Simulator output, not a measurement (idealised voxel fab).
Proc. module: voxel wiring stack
Each square cell in cross-section cut measures 5 nm, and the section as a whole is 265 nm wide.
This document writes a cross-section as a grid whose cells are square, and gives it as bands, listed from the top down; one or more rows of cells form a band.
Read a band's entry like this: the first values are the height of its top and the height of its bottom in nm, and what follows is the sequence of materials from left to right, each with its width in nm. Note that "air" is empty space, and that a single material marked "full width" reaches across the band from edge to edge.
Height 0 is the level under which the wafer as received is all one material. The lowest band goes on downwards, as in "0 -> down".
Width spec "30..40" -> top row of cells at first value, bottom row at second value, equal per-row change in between.
Any step labelled "no alterations made" changed none of the cells in the cross-section.
Cavities, closed: empty space of 8 cells or more with no open way to the top, each as width x height at its distance from the left edge, in nm
Anything after a step's settings on that line? It's the simulator's own note about the step.
The line of a step may include "overlay nm". On a step with a mask, this value is how far to the right of its planned place the mask lay. A negative value means the mask lay to the left.

SET OUT BELOW ARE THE PLANNED STEPS OF THE PROCESS
1) RECEIVE | material Si
2) CONFORMAL_DEP | material SiO2 | thk nm 10
3) DIRECTIONAL_DEP | material TiN | thk nm 5
4) DIRECTIONAL_DEP | material W | thk nm 25
5) PATTERN | tone cover | mask id METAL_1 | material resist | width nm 30 | pitch nm 55 | thk nm 15 | overlay nm 0
6) DIRECTIONAL_ETCH | etch materials W | depth nm 25
7) DIRECTIONAL_ETCH | etch materials TiN | depth nm 5
8) STRIP | etch materials resist
9) FILL_DEP | material SiO2 | thk nm 10
10) CMP | height nm 40
11) CONFORMAL_DEP | material SiCN | thk nm 5
12) DIRECTIONAL_DEP | material SiO2 | thk nm 30
13) PATTERN | tone open | mask id METAL_2_HOLES | material resist | width nm 15 | pitch nm 55 | thk nm 20 | overlay nm 0
14) DIRECTIONAL_ETCH | etch materials SiO2 | depth nm 30
15) STRIP | etch materials resist
16) DIRECTIONAL_DEP | material aC | thk nm 15
17) PATTERN | tone open | mask id METAL_2 | material resist | width nm 30 | pitch nm 55 | thk nm 35 | overlay nm 0
18) DIRECTIONAL_ETCH | etch materials aC | depth nm 15
19) STRIP | etch materials resist
20) DIRECTIONAL_ETCH | etch materials SiO2 | depth nm 20
21) DIRECTIONAL_ETCH | etch materials SiCN | depth nm 5
22) STRIP | etch materials aC
23) CONFORMAL_DEP | material TiN | thk nm 5
24) FILL_DEP | material Ru | thk nm 5
25) CMP | height nm 75
26) CONFORMAL_DEP | material SiCN | thk nm 5
27) DIRECTIONAL_DEP | material lowk | thk nm 10
28) MASKED_ETCH | tone open | mask id PLUG_2 | width nm 15 | pitch nm 110 | etch materials lowk | depth nm 10 | overlay nm 0
29) MASKED_ETCH | tone open | mask id PLUG_2 | width nm 15 | pitch nm 110 | etch materials SiCN | depth nm 5 | overlay nm 0
30) CONFORMAL_DEP | material TiN | thk nm 5
31) FILL_DEP | material Cu | thk nm 10
32) CMP | height nm 90
33) DIRECTIONAL_DEP | material TiN | thk nm 5
34) DIRECTIONAL_DEP | material Ru | thk nm 25
35) MASKED_ETCH | tone cover | mask id METAL_3 | width nm 30 | pitch nm 55 | etch materials Ru | depth nm 25 | overlay nm 0
36) MASKED_ETCH | tone cover | mask id METAL_3 | width nm 30 | pitch nm 55 | etch materials TiN | depth nm 5 | overlay nm 0
37) CONFORMAL_DEP | material SiN | thk nm 5
38) FILL_DEP | material lowk | thk nm 5
39) CMP | height nm 120
40) CONFORMAL_DEP | material SiN | thk nm 5

AS-RECEIVED STATE OF THE WAFER IN CROSS-SECTION, EQUIVALENT TO POST-STEP 1
- 0 -> down: Si full width
- Cavities, closed: none

HERE'S THE WAFER CUT IN CROSS-SECTION AFTER THE MODULE, STARTED AND PLANNED JUST LIKE ABOVE, EXCEPT ONE THING WAS DONE WRONG IN THE RUN
- 125 -> 120: SiN full width
- 120 -> 95: 30 nm lowk  5 nm SiN  30 nm Ru  5 nm SiN  15 nm lowk  5 nm SiN  30 nm Ru  5 nm SiN  15 nm lowk  5 nm SiN  30 nm Ru  5 nm SiN  15 nm lowk  5 nm SiN  30 nm Ru  5 nm SiN  30 nm lowk
- 95 -> 90: 35 nm SiN  30 nm TiN  25 nm SiN  30 nm TiN  25 nm SiN  30 nm TiN  25 nm SiN  30 nm TiN  35 nm SiN
- 90 -> 80: 35 nm lowk  5 nm TiN  5 nm Cu  5 nm TiN  95 nm lowk  5 nm TiN  5 nm Cu  5 nm TiN  105 nm lowk
- 80 -> 75: 35 nm SiCN  15 nm TiN  95 nm SiCN  15 nm TiN  105 nm SiCN
- 75 -> 60: 35 nm SiO2  5 nm TiN  20 nm Ru  5 nm TiN  25 nm SiO2  5 nm TiN  20 nm Ru  5 nm TiN  25 nm SiO2  5 nm TiN  20 nm Ru  5 nm TiN  25 nm SiO2  5 nm TiN  20 nm Ru  5 nm TiN  35 nm SiO2
- 60 -> 55: 35 nm SiO2  5 nm TiN  5 nm Ru  20 nm TiN  25 nm SiO2  5 nm TiN  5 nm Ru  20 nm TiN  25 nm SiO2  5 nm TiN  5 nm Ru  20 nm TiN  25 nm SiO2  5 nm TiN  5 nm Ru  20 nm TiN  35 nm SiO2
- 55 -> 45: 35 nm SiO2  5 nm TiN  5 nm Ru  5 nm TiN  40 nm SiO2  5 nm TiN  5 nm Ru  5 nm TiN  40 nm SiO2  5 nm TiN  5 nm Ru  5 nm TiN  40 nm SiO2  5 nm TiN  5 nm Ru  5 nm TiN  50 nm SiO2
- 45 -> 40: 35 nm SiCN  15 nm TiN  40 nm SiCN  15 nm TiN  40 nm SiCN  15 nm TiN  40 nm SiCN  15 nm TiN  50 nm SiCN
- 40 -> 30: SiO2 full width
- 30 -> 5: 35 nm SiO2  30 nm W  25 nm SiO2  30 nm W  25 nm SiO2  30 nm W  25 nm SiO2  30 nm W  35 nm SiO2
- 5 -> 0: 35 nm SiO2  30 nm TiN  25 nm SiO2  30 nm TiN  25 nm SiO2  30 nm TiN  25 nm SiO2  30 nm TiN  35 nm SiO2
- 0 -> down: Si full width
- Cavities, closed: none
Deviation from plan: plan step 2 skipped
